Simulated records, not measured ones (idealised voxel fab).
voxel capacitor over wiring: a process module
This is section cut - it's 195 nm across, gridded in 5 nm square cells.
A cross-section is written here as square cells arranged in a grid, and it is given in bands from the top down, each band taking up one or more rows of cells.
Quick guide to a band line: top height, bottom height (nm) up front; then every material left to right with its width in nm. Only one material and it's marked "edge to edge"? Then it fills the band edge to edge. And "empty" just means empty space.
Heads up on the height convention: 0 is the point under which the incoming wafer is all one material, and the lowest band has no bottom, it just keeps going down, like "top 0, no bottom".
The two numbers in a width such as "30..40" mark its ends across the band: the first belongs to the top row of cells, the second to the bottom row, and from each row to the next the width moves by the same amount.
"no change", as given for a step, is the statement that not any cell of the cross-section underwent a change during that step.
This entry, "Closed void listing", enumerates those empty regions of no fewer than 8 cells that possess no open connection to the top. Each region is reported in the form width x height at distance, the distance being taken from the left edge, with all three quantities expressed in nm.
On each step's line, the part that comes after the settings is the simulator's own comment on the step.
A step's line can hold "overlay nm"; with a mask on that step, the setting says how far right of the planned place the mask lay, while a negative setting says it lay to the left.
Process steps - plan
| 1 | RECEIVE,material Si |
| 2 | CONFORMAL_DEP,material SiO2,thk nm 10 |
| 3 | CONFORMAL_DEP,material SiCN,thk nm 5 |
| 4 | DIRECTIONAL_DEP,material SiO2,thk nm 20 |
| 5 | PATTERN,tone open,mask id METAL_1,material resist,width nm 30,pitch nm 100,thk nm 15,overlay nm 0 |
| 6 | DIRECTIONAL_ETCH,etch materials SiO2,depth nm 20 |
| 7 | DIRECTIONAL_ETCH,etch materials SiCN,depth nm 5 |
| 8 | STRIP,etch materials resist |
| 9 | CONFORMAL_DEP,material TiN,thk nm 5 |
| 10 | FILL_DEP,material W,thk nm 5 |
| 11 | CMP,height nm 35 |
| 12 | EPI,material Ru,thk nm 5 |
| 13 | FILL_DEP,material SiCN,thk nm 5 |
| 14 | DIRECTIONAL_DEP,material lowk,thk nm 15 |
| 15 | PATTERN,tone open,mask id PLUG_1,material resist,width nm 15,thk nm 15,overlay nm 0 |
| 16 | DIRECTIONAL_ETCH,etch materials lowk,depth nm 15 |
| 17 | DIRECTIONAL_ETCH,etch materials SiCN,depth nm 5 |
| 18 | STRIP,etch materials resist |
| 19 | EPI,material Ru,thk nm 10 |
| 20 | EPI,material Ru,thk nm 10 |
| 21 | DIRECTIONAL_DEP,material TiN,thk nm 5 |
| 22 | DIRECTIONAL_DEP,material Al2O3,thk nm 5 |
| 23 | DIRECTIONAL_DEP,material TiN,thk nm 10 |
| 24 | PATTERN,tone cover,mask id UPPER_PLATE,material resist,width nm 75,thk nm 20,overlay nm 0 |
| 25 | DIRECTIONAL_ETCH,etch materials TiN,depth nm 10 |
| 26 | DIRECTIONAL_ETCH,etch materials Al2O3,depth nm 5 |
| 27 | STRIP,etch materials resist |
| 28 | PATTERN,tone cover,mask id LOWER_PLATE,material resist,width nm 85,thk nm 15,overlay nm 0 |
| 29 | DIRECTIONAL_ETCH,etch materials TiN,depth nm 5 |
| 30 | STRIP,etch materials resist |
| 31 | FILL_DEP,material SiO2,thk nm 20 |
| 32 | CMP,height nm 95 |
| 33 | DIRECTIONAL_DEP,material aC,thk nm 15 |
| 34 | PATTERN,tone open,mask id PLUG_2,material resist,width nm 15,thk nm 30,overlay nm 0 |
| 35 | DIRECTIONAL_ETCH,etch materials aC,depth nm 15 |
| 36 | STRIP,etch materials resist |
| 37 | DIRECTIONAL_ETCH,etch materials SiO2,depth nm 15 |
| 38 | STRIP,etch materials aC |
| 39 | CONFORMAL_DEP,material TiN,thk nm 5 |
| 40 | FILL_DEP,material Cu,thk nm 10 |
| 41 | CMP,height nm 95 |
| 42 | CONFORMAL_DEP,material SiCN,thk nm 5 |
The cross-section here shows the wafer as received, i.e. in its state after step 1
    top 0, no bottom: Si edge to edge
    Closed void listing: none
Cross-sectional view of the first of the two wafers upon completion of the module, processed in accordance with the plan
    top 100, bottom 95: SiCN edge to edge
    top 95, bottom 85: SiO2 55 nm; TiN 5 nm; Cu 5 nm; TiN 5 nm; SiO2 125 nm
    top 85, bottom 80: SiO2 55 nm; TiN 15 nm; SiO2 125 nm
    top 80, bottom 70: SiO2 45 nm; TiN 75 nm; SiO2 75 nm
    top 70, bottom 65: SiO2 45 nm; Al2O3 75 nm; SiO2 75 nm
    top 65, bottom 60: SiO2 40 nm; TiN 85 nm; SiO2 70 nm
    top 60, bottom 45: lowk 45 nm; Ru 15 nm; lowk 135 nm
    top 45, bottom 40: SiCN 45 nm; Ru 15 nm; SiCN 135 nm
    top 40, bottom 35: SiCN 25 nm; Ru 40 nm; SiCN 60 nm; Ru 40 nm; SiCN 30 nm
    top 35, bottom 15: SiO2 30 nm; TiN 5 nm; W 20 nm; TiN 5 nm; SiO2 70 nm; TiN 5 nm; W 20 nm; TiN 5 nm; SiO2 35 nm
    top 15, bottom 10: SiCN 30 nm; TiN 30 nm; SiCN 70 nm; TiN 30 nm; SiCN 35 nm
    top 10, bottom 0: SiO2 edge to edge
    top 0, no bottom: Si edge to edge
    Closed void listing: none
second wafer at the end: like start, like plan, one mistake
    top 100, bottom 95: SiCN edge to edge
    top 95, bottom 85: SiO2 50 nm; TiN 5 nm; Cu 5 nm; TiN 5 nm; SiO2 130 nm
    top 85, bottom 80: SiO2 50 nm; TiN 15 nm; SiO2 130 nm
    top 80, bottom 70: SiO2 45 nm; TiN 75 nm; SiO2 75 nm
    top 70, bottom 65: SiO2 45 nm; Al2O3 75 nm; SiO2 75 nm
    top 65, bottom 60: SiO2 40 nm; TiN 85 nm; SiO2 70 nm
    top 60, bottom 45: lowk 45 nm; Ru 15 nm; lowk 135 nm
    top 45, bottom 40: SiCN 45 nm; Ru 15 nm; SiCN 135 nm
    top 40, bottom 35: SiCN 25 nm; Ru 40 nm; SiCN 60 nm; Ru 40 nm; SiCN 30 nm
    top 35, bottom 15: SiO2 30 nm; TiN 5 nm; W 20 nm; TiN 5 nm; SiO2 70 nm; TiN 5 nm; W 20 nm; TiN 5 nm; SiO2 35 nm
    top 15, bottom 10: SiCN 30 nm; TiN 30 nm; SiCN 70 nm; TiN 30 nm; SiCN 35 nm
    top 10, bottom 0: SiO2 edge to edge
    top 0, no bottom: Si edge to edge
    Closed void listing: none
Diagnosis: step 34 was processed under conditions differing from the plan, specifically as PATTERN,tone open,mask id PLUG_2,material resist,width nm 15,thk nm 30,overlay nm -5
Tallied in cells, the final second wafer holds each material in the same quantity as the first, although not at the same places.
